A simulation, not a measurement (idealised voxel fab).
voxel wiring stack: a process module
Section shown: cut. Width: 200 nm. Cell size: 5 nm, square.
How to read a cross-section here: the picture is a grid of square cells, written as bands going from the top down, and any band can span one or more rows of cells. Per band: top height and bottom height in nm, followed by the left-to-right materials and their widths in nm; "throughout" marks a single material spanning edge to edge, "empty" marks empty space. Heights are expressed relative to 0, this being the level below which the as-received wafer comprises one material exclusively. The lowest band is unbounded in the downward direction and is denoted as in "0 -> down". The notation "30..40" denotes a width that varies across the rows of cells in the band, beginning at the first number in the top row, finishing at the second number in the bottom row, and changing by an identical amount from each row to the next. "changes: none", as given for a step, is the statement that not any cell of the cross-section underwent a change during that step. The list in "Trapped voids" covers empty spaces of 8 cells or more that cannot reach the top through any open way, and it gives each as width x height at distance; the distance is from the left edge, and width, height and distance are in nm. On a step's line, text after the settings is the simulator commenting on that step. overlay nm: for a step with a mask, the amount by which the mask lay right of where it was planned; a negative amount means left of it.
-- Set out below are the planned steps of the process
1,RECEIVE,material Si
2,CONFORMAL_DEP,material SiO2,thk nm 10
3,DIRECTIONAL_DEP,material TiN,thk nm 5
4,DIRECTIONAL_DEP,material W,thk nm 15
5,DIRECTIONAL_DEP,material aC,thk nm 10
6,PATTERN,tone cover,mask id METAL_1,material resist,width nm 30,pitch nm 60,thk nm 25,overlay nm 0
7,DIRECTIONAL_ETCH,etch materials aC,depth nm 10
8,STRIP,etch materials resist
9,DIRECTIONAL_ETCH,etch materials W,depth nm 15
10,DIRECTIONAL_ETCH,etch materials TiN,depth nm 5
11,STRIP,etch materials aC
12,FILL_DEP,material lowk,thk nm 10
13,CMP,height nm 30
14,CONFORMAL_DEP,material SiCN,thk nm 5
15,DIRECTIONAL_DEP,material SiO2,thk nm 30
16,MASKED_ETCH,tone open,mask id METAL_2_HOLES,width nm 15,pitch nm 120,etch materials SiO2,depth nm 30,overlay nm 0
17,MASKED_ETCH,tone open,mask id METAL_2,width nm 30,pitch nm 60,etch materials SiO2,depth nm 15,overlay nm 0
18,MASKED_ETCH,tone open,mask id METAL_2,width nm 30,pitch nm 60,etch materials SiCN,depth nm 5,overlay nm 0
19,CONFORMAL_DEP,material TiN,thk nm 5
20,FILL_DEP,material Ru,thk nm 5
21,CMP,height nm 65
22,CONFORMAL_DEP,material SiCN,thk nm 5
23,DIRECTIONAL_DEP,material SiO2,thk nm 15
24,MASKED_ETCH,tone open,mask id PLUG_2,width nm 15,pitch nm 60,etch materials SiO2,depth nm 15,overlay nm 0
25,MASKED_ETCH,tone open,mask id PLUG_2,width nm 15,pitch nm 60,etch materials SiCN,depth nm 5,overlay nm 0
26,EPI,material Ru,thk nm 10
27,EPI,material Ru,thk nm 10
28,CONFORMAL_DEP,material SiN,thk nm 5
29,DIRECTIONAL_DEP,material SiO2,thk nm 25
30,PATTERN,tone open,mask id METAL_3,material resist,width nm 30,pitch nm 60,thk nm 20,overlay nm 0
31,DIRECTIONAL_ETCH,etch materials SiO2,depth nm 25
32,DIRECTIONAL_ETCH,etch materials SiN,depth nm 5
33,STRIP,etch materials resist
34,CONFORMAL_DEP,material TiN,thk nm 5
35,FILL_DEP,material Ru,thk nm 5
36,CMP,height nm 115
37,CONFORMAL_DEP,material SiN,thk nm 5
-- Concerning the first of two wafers, which was run in accordance with the plan
-- Cross-section of the wafer upon arrival, representing the state reached after step 1
	0 -> down  Si throughout
	Trapped voids: none
-- State of the wafer after step 2, shown in cross-section
	10 -> 0  SiO2 throughout
	Heights below 0 show no change.
-- State of the wafer after step 3, shown in cross-section
	15 -> 10  TiN throughout
	Heights below 10 show no change.
-- State of the wafer after step 4, shown in cross-section
	30 -> 15  W throughout
	Heights below 15 show no change.
-- State of the wafer after step 5, shown in cross-section
	40 -> 30  aC throughout
	Heights below 30 show no change.
-- State of the wafer after step 6, shown in cross-section
	65 -> 40  empty: 25, resist: 30, empty: 30, resist: 30, empty: 30, resist: 30, empty: 25
	Heights below 40 show no change.
-- State of the wafer after step 7, shown in cross-section
	55 -> 40  empty: 25, resist: 30, empty: 30, resist: 30, empty: 30, resist: 30, empty: 25
	40 -> 30  empty: 25, aC: 30, empty: 30, aC: 30, empty: 30, aC: 30, empty: 25
	Heights below 30 show no change.
-- State of the wafer after step 8, shown in cross-section
	40 -> 30  empty: 25, aC: 30, empty: 30, aC: 30, empty: 30, aC: 30, empty: 25
	Heights below 30 show no change.
-- State of the wafer after step 9, shown in cross-section
	40 -> 30  empty: 25, aC: 30, empty: 30, aC: 30, empty: 30, aC: 30, empty: 25
	30 -> 15  empty: 25, W: 30, empty: 30, W: 30, empty: 30, W: 30, empty: 25
	Heights below 15 show no change.
-- State of the wafer after step 10, shown in cross-section
	40 -> 30  empty: 25, aC: 30, empty: 30, aC: 30, empty: 30, aC: 30, empty: 25
	30 -> 15  empty: 25, W: 30, empty: 30, W: 30, empty: 30, W: 30, empty: 25
	15 -> 10  empty: 25, TiN: 30, empty: 30, TiN: 30, empty: 30, TiN: 30, empty: 25
	Heights below 10 show no change.
-- State of the wafer after step 11, shown in cross-section
	30 -> 15  empty: 25, W: 30, empty: 30, W: 30, empty: 30, W: 30, empty: 25
	Heights below 15 show no change.
-- State of the wafer after step 12, shown in cross-section
	40 -> 30  lowk throughout
	30 -> 15  lowk: 25, W: 30, lowk: 30, W: 30, lowk: 30, W: 30, lowk: 25
	15 -> 10  lowk: 25, TiN: 30, lowk: 30, TiN: 30, lowk: 30, TiN: 30, lowk: 25
	Heights below 10 show no change.
-- State of the wafer after step 13, shown in cross-section
	30 -> 15  lowk: 25, W: 30, lowk: 30, W: 30, lowk: 30, W: 30, lowk: 25
	Heights below 15 show no change.
-- State of the wafer after step 14, shown in cross-section
	35 -> 30  SiCN throughout
	Heights below 30 show no change.
-- State of the wafer after step 15, shown in cross-section
	65 -> 35  SiO2 throughout
	Heights below 35 show no change.
-- State of the wafer after step 16, shown in cross-section
	65 -> 35  SiO2: 25, empty: 15, SiO2: 105, empty: 15, SiO2: 40
	Heights below 35 show no change.
-- State of the wafer after step 17, shown in cross-section
	65 -> 50  SiO2: 25, empty: 30, SiO2: 30, empty: 30, SiO2: 30, empty: 30, SiO2: 25
	Heights below 50 show no change.
-- State of the wafer after step 18, shown in cross-section
	65 -> 50  SiO2: 25, empty: 30, SiO2: 30, empty: 30, SiO2: 30, empty: 30, SiO2: 25
	50 -> 35  SiO2: 25, empty: 15, SiO2: 105, empty: 15, SiO2: 40
	35 -> 30  SiCN: 25, empty: 15, SiCN: 105, empty: 15, SiCN: 40
	Heights below 30 show no change.
-- State of the wafer after step 19, shown in cross-section
	70 -> 65  TiN: 30, empty: 20, TiN: 40, empty: 20, TiN: 40, empty: 20, TiN: 30
	65 -> 55  SiO2: 25, TiN: 5, empty: 20, TiN: 5, SiO2: 30, TiN: 5, empty: 20, TiN: 5, SiO2: 30, TiN: 5, empty: 20, TiN: 5, SiO2: 25
	55 -> 50  SiO2: 25, TiN: 5, empty: 5, TiN: 20, SiO2: 30, TiN: 30, SiO2: 30, TiN: 5, empty: 5, TiN: 20, SiO2: 25
	50 -> 35  SiO2: 25, TiN: 5, empty: 5, TiN: 5, SiO2: 105, TiN: 5, empty: 5, TiN: 5, SiO2: 40
	35 -> 30  SiCN: 25, TiN: 15, SiCN: 105, TiN: 15, SiCN: 40
	Heights below 30 show no change.
-- State of the wafer after step 20, shown in cross-section
	75 -> 70  Ru throughout
	70 -> 65  TiN: 30, Ru: 20, TiN: 40, Ru: 20, TiN: 40, Ru: 20, TiN: 30
	65 -> 55  SiO2: 25, TiN: 5, Ru: 20, TiN: 5, SiO2: 30, TiN: 5, Ru: 20, TiN: 5, SiO2: 30, TiN: 5, Ru: 20, TiN: 5, SiO2: 25
	55 -> 50  SiO2: 25, TiN: 5, Ru: 5, TiN: 20, SiO2: 30, TiN: 30, SiO2: 30, TiN: 5, Ru: 5, TiN: 20, SiO2: 25
	50 -> 35  SiO2: 25, TiN: 5, Ru: 5, TiN: 5, SiO2: 105, TiN: 5, Ru: 5, TiN: 5, SiO2: 40
	Heights below 35 show no change.
-- State of the wafer after step 21, shown in cross-section
	65 -> 55  SiO2: 25, TiN: 5, Ru: 20, TiN: 5, SiO2: 30, TiN: 5, Ru: 20, TiN: 5, SiO2: 30, TiN: 5, Ru: 20, TiN: 5, SiO2: 25
	Heights below 55 show no change.
-- State of the wafer after step 22, shown in cross-section
	70 -> 65  SiCN throughout
	Heights below 65 show no change.
-- State of the wafer after step 23, shown in cross-section
	85 -> 70  SiO2 throughout
	Heights below 70 show no change.
-- State of the wafer after step 24, shown in cross-section
	85 -> 70  SiO2: 25, empty: 15, SiO2: 45, empty: 15, SiO2: 45, empty: 15, SiO2: 40
	Heights below 70 show no change.
-- State of the wafer after step 25, shown in cross-section
	85 -> 70  SiO2: 25, empty: 15, SiO2: 45, empty: 15, SiO2: 45, empty: 15, SiO2: 40
	70 -> 65  SiCN: 25, empty: 15, SiCN: 45, empty: 15, SiCN: 45, empty: 15, SiCN: 40
	Heights below 65 show no change.
-- State of the wafer after step 26, shown in cross-section
	85 -> 75  SiO2: 25, empty: 15, SiO2: 45, empty: 15, SiO2: 45, empty: 15, SiO2: 40
	75 -> 70  SiO2: 25, Ru: 15, SiO2: 45, Ru: 15, SiO2: 45, Ru: 15, SiO2: 40
	70 -> 65  SiCN: 25, Ru: 15, SiCN: 45, Ru: 15, SiCN: 45, Ru: 15, SiCN: 40
	Heights below 65 show no change.
-- State of the wafer after step 27, shown in cross-section
	85 -> 70  SiO2: 25, Ru: 15, SiO2: 45, Ru: 15, SiO2: 45, Ru: 15, SiO2: 40
	Heights below 70 show no change.
-- State of the wafer after step 28, shown in cross-section
	90 -> 85  SiN throughout
	Heights below 85 show no change.
-- State of the wafer after step 29, shown in cross-section
	115 -> 90  SiO2 throughout
	Heights below 90 show no change.
-- State of the wafer after step 30, shown in cross-section
	135 -> 115  resist: 25, empty: 30, resist: 30, empty: 30, resist: 30, empty: 30, resist: 25
	Heights below 115 show no change.
-- State of the wafer after step 31, shown in cross-section
	135 -> 115  resist: 25, empty: 30, resist: 30, empty: 30, resist: 30, empty: 30, resist: 25
	115 -> 90  SiO2: 25, empty: 30, SiO2: 30, empty: 30, SiO2: 30, empty: 30, SiO2: 25
	Heights below 90 show no change.
-- State of the wafer after step 32, shown in cross-section
	135 -> 115  resist: 25, empty: 30, resist: 30, empty: 30, resist: 30, empty: 30, resist: 25
	115 -> 90  SiO2: 25, empty: 30, SiO2: 30, empty: 30, SiO2: 30, empty: 30, SiO2: 25
	90 -> 85  SiN: 25, empty: 30, SiN: 30, empty: 30, SiN: 30, empty: 30, SiN: 25
	Heights below 85 show no change.
-- State of the wafer after step 33, shown in cross-section
	115 -> 90  SiO2: 25, empty: 30, SiO2: 30, empty: 30, SiO2: 30, empty: 30, SiO2: 25
	Heights below 90 show no change.
-- State of the wafer after step 34, shown in cross-section
	120 -> 115  TiN: 30, empty: 20, TiN: 40, empty: 20, TiN: 40, empty: 20, TiN: 30
	115 -> 90  SiO2: 25, TiN: 5, empty: 20, TiN: 5, SiO2: 30, TiN: 5, empty: 20, TiN: 5, SiO2: 30, TiN: 5, empty: 20, TiN: 5, SiO2: 25
	90 -> 85  SiN: 25, TiN: 30, SiN: 30, TiN: 30, SiN: 30, TiN: 30, SiN: 25
	Heights below 85 show no change.
-- State of the wafer after step 35, shown in cross-section
	125 -> 120  Ru throughout
	120 -> 115  TiN: 30, Ru: 20, TiN: 40, Ru: 20, TiN: 40, Ru: 20, TiN: 30
	115 -> 90  SiO2: 25, TiN: 5, Ru: 20, TiN: 5, SiO2: 30, TiN: 5, Ru: 20, TiN: 5, SiO2: 30, TiN: 5, Ru: 20, TiN: 5, SiO2: 25
	Heights below 90 show no change.
-- State of the wafer after step 36, shown in cross-section
	115 -> 90  SiO2: 25, TiN: 5, Ru: 20, TiN: 5, SiO2: 30, TiN: 5, Ru: 20, TiN: 5, SiO2: 30, TiN: 5, Ru: 20, TiN: 5, SiO2: 25
	Heights below 90 show no change.
-- State of the wafer after step 37, shown in cross-section
	120 -> 115  SiN throughout
	Heights below 115 show no change.
-- For the second wafer, take the first wafer's start and plan, then add one mistake made in running it; everything through step 22, that step included, is shared with the first
-- X-section, second wafer, when step 23 was due to finish
	85 -> 70  lowk throughout
	Heights below 70 show no change.
X-section, second wafer, when step 24 was due to finish: changes: none
X-section, second wafer, when step 25 was due to finish: changes: none
X-section, second wafer, when step 26 was due to finish: changes: none
X-section, second wafer, when step 27 was due to finish: changes: none
-- X-section, second wafer, when step 28 was due to finish
	90 -> 85  SiN throughout
	Heights below 85 show no change.
-- X-section, second wafer, when step 29 was due to finish
	115 -> 90  SiO2 throughout
	Heights below 90 show no change.
-- X-section, second wafer, when step 30 was due to finish
	135 -> 115  resist: 25, empty: 30, resist: 30, empty: 30, resist: 30, empty: 30, resist: 25
	Heights below 115 show no change.
-- X-section, second wafer, when step 31 was due to finish
	135 -> 115  resist: 25, empty: 30, resist: 30, empty: 30, resist: 30, empty: 30, resist: 25
	115 -> 90  SiO2: 25, empty: 30, SiO2: 30, empty: 30, SiO2: 30, empty: 30, SiO2: 25
	Heights below 90 show no change.
-- X-section, second wafer, when step 32 was due to finish
	135 -> 115  resist: 25, empty: 30, resist: 30, empty: 30, resist: 30, empty: 30, resist: 25
	115 -> 90  SiO2: 25, empty: 30, SiO2: 30, empty: 30, SiO2: 30, empty: 30, SiO2: 25
	90 -> 85  SiN: 25, empty: 30, SiN: 30, empty: 30, SiN: 30, empty: 30, SiN: 25
	Heights below 85 show no change.
-- X-section, second wafer, when step 33 was due to finish
	115 -> 90  SiO2: 25, empty: 30, SiO2: 30, empty: 30, SiO2: 30, empty: 30, SiO2: 25
	Heights below 90 show no change.
-- X-section, second wafer, when step 34 was due to finish
	120 -> 115  TiN: 30, empty: 20, TiN: 40, empty: 20, TiN: 40, empty: 20, TiN: 30
	115 -> 90  SiO2: 25, TiN: 5, empty: 20, TiN: 5, SiO2: 30, TiN: 5, empty: 20, TiN: 5, SiO2: 30, TiN: 5, empty: 20, TiN: 5, SiO2: 25
	90 -> 85  SiN: 25, TiN: 30, SiN: 30, TiN: 30, SiN: 30, TiN: 30, SiN: 25
	Heights below 85 show no change.
-- X-section, second wafer, when step 35 was due to finish
	125 -> 120  Ru throughout
	120 -> 115  TiN: 30, Ru: 20, TiN: 40, Ru: 20, TiN: 40, Ru: 20, TiN: 30
	115 -> 90  SiO2: 25, TiN: 5, Ru: 20, TiN: 5, SiO2: 30, TiN: 5, Ru: 20, TiN: 5, SiO2: 30, TiN: 5, Ru: 20, TiN: 5, SiO2: 25
	Heights below 90 show no change.
-- X-section, second wafer, when step 36 was due to finish
	115 -> 90  SiO2: 25, TiN: 5, Ru: 20, TiN: 5, SiO2: 30, TiN: 5, Ru: 20, TiN: 5, SiO2: 30, TiN: 5, Ru: 20, TiN: 5, SiO2: 25
	Heights below 90 show no change.
-- X-section, second wafer, when step 37 was due to finish
	120 -> 115  SiN throughout
	Heights below 115 show no change.
Here's what went sideways: step 23 off recipe, ran as DIRECTIONAL_DEP,material lowk,thk nm 15
Final comparison by cell count, materials where the second wafer has more or fewer than the first: Ru -36 | SiCN +9 | SiO2 -93 | lowk +120
